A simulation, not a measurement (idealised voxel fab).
A process module follows: voxel self aligned vias.
Xsec cut, 300 nm wide, square cell size 5 nm.
Reading order for cross-sections: top band down to bottom band. Underlying form: a grid of square cells. Band size: one or more rows of cells. The entry gives the band's vertical extent as a top height and a bottom height in nm, then its horizontal make-up as materials from left to right, each with a width in nm. "empty" stands for empty space; a single material marked "everywhere" fills the band edge to edge. Where do heights start? At 0: under that level the wafer as delivered is made of one material only. And the lowest band has no floor; it just carries on downward, as in "0 and below". Note: "30 to 40" means the width goes from the first number (top row of the band) to the second number (bottom row) in equal steps per row of cells. Step marked "nothing different"? Then no cell in the cross-section changed in it. The label "Non-vented voids" introduces a list of the empty spaces, 8 cells or larger, that have no open way up to the top; each entry in it reads width x height at distance, where the distance is taken from the left edge and all three are stated in nm. On a step's line, text after the settings is the simulator commenting on that step. overlay nm: for a step with a mask, the amount by which the mask lay right of where it was planned; a negative amount means left of it.

Below is the list of planned process steps:
1. RECEIVE,material Si
2. CONFORMAL_DEP,material SiO2,thk nm 15
3. CONFORMAL_DEP,material SiCN,thk nm 5
4. DIRECTIONAL_DEP,material lowk,thk nm 30
5. MASKED_ETCH,tone open,mask id LINES,width nm 20,pitch nm 60,etch materials lowk,depth nm 30,overlay nm 0
6. CONFORMAL_DEP,material TiN,thk nm 5
7. FILL_DEP,material Ru,thk nm 10
8. CMP,height nm 50
9. SELECTIVE_ETCH,etch materials W Ru TiN,depth nm 5
10. FILL_DEP,material SiN,thk nm 10
11. CMP,height nm 50
12. DIRECTIONAL_DEP,material lowk,thk nm 20
13. MASKED_ETCH,tone open,mask id VIAS,width nm 30,pitch nm 60,etch materials lowk,depth nm 20,overlay nm 0
14. MASKED_ETCH,tone open,mask id VIAS,width nm 30,pitch nm 60,etch materials SiN,depth nm 5,overlay nm 0
15. CONFORMAL_DEP,material TiN,thk nm 5
16. FILL_DEP,material Cu,thk nm 10
17. CMP,height nm 70
18. CONFORMAL_DEP,material SiN,thk nm 5

as received, after step 1:
> 0 and below | Si everywhere
> Non-vented voids: none

Result of the module, cross-sectioned: start per above, plan per above, one error in how it was run:
> 75 down to 70 | SiN everywhere
> 70 down to 55 | lowk 85 nm, then TiN 5 nm, then Cu 20 nm, then TiN 5 nm, then lowk 30 nm, then TiN 5 nm, then Cu 20 nm, then TiN 5 nm, then lowk 30 nm, then TiN 5 nm, then Cu 20 nm, then TiN 5 nm, then lowk 65 nm
> 55 down to 50 | lowk 85 nm, then TiN 5 nm, then Cu 5 nm, then TiN 20 nm, then lowk 30 nm, then TiN 5 nm, then Cu 5 nm, then TiN 20 nm, then lowk 30 nm, then TiN 5 nm, then Cu 5 nm, then TiN 20 nm, then lowk 65 nm
> 50 down to 45 | lowk 80 nm, then SiN 5 nm, then TiN 15 nm, then lowk 40 nm, then SiN 5 nm, then TiN 15 nm, then lowk 40 nm, then SiN 5 nm, then TiN 15 nm, then lowk 80 nm
> 45 down to 25 | lowk 80 nm, then TiN 5 nm, then Ru 10 nm, then TiN 5 nm, then lowk 40 nm, then TiN 5 nm, then Ru 10 nm, then TiN 5 nm, then lowk 40 nm, then TiN 5 nm, then Ru 10 nm, then TiN 5 nm, then lowk 80 nm
> 25 down to 20 | lowk 80 nm, then TiN 20 nm, then lowk 40 nm, then TiN 20 nm, then lowk 40 nm, then TiN 20 nm, then lowk 80 nm
> 20 down to 15 | SiCN everywhere
> 15 down to 0 | SiO2 everywhere
> 0 and below | Si everywhere
> Non-vented voids: none
Processing error: step 13 ran as: MASKED_ETCH,tone open,mask id VIAS,width nm 30,pitch nm 60,etch materials lowk,depth nm 20,overlay nm 10
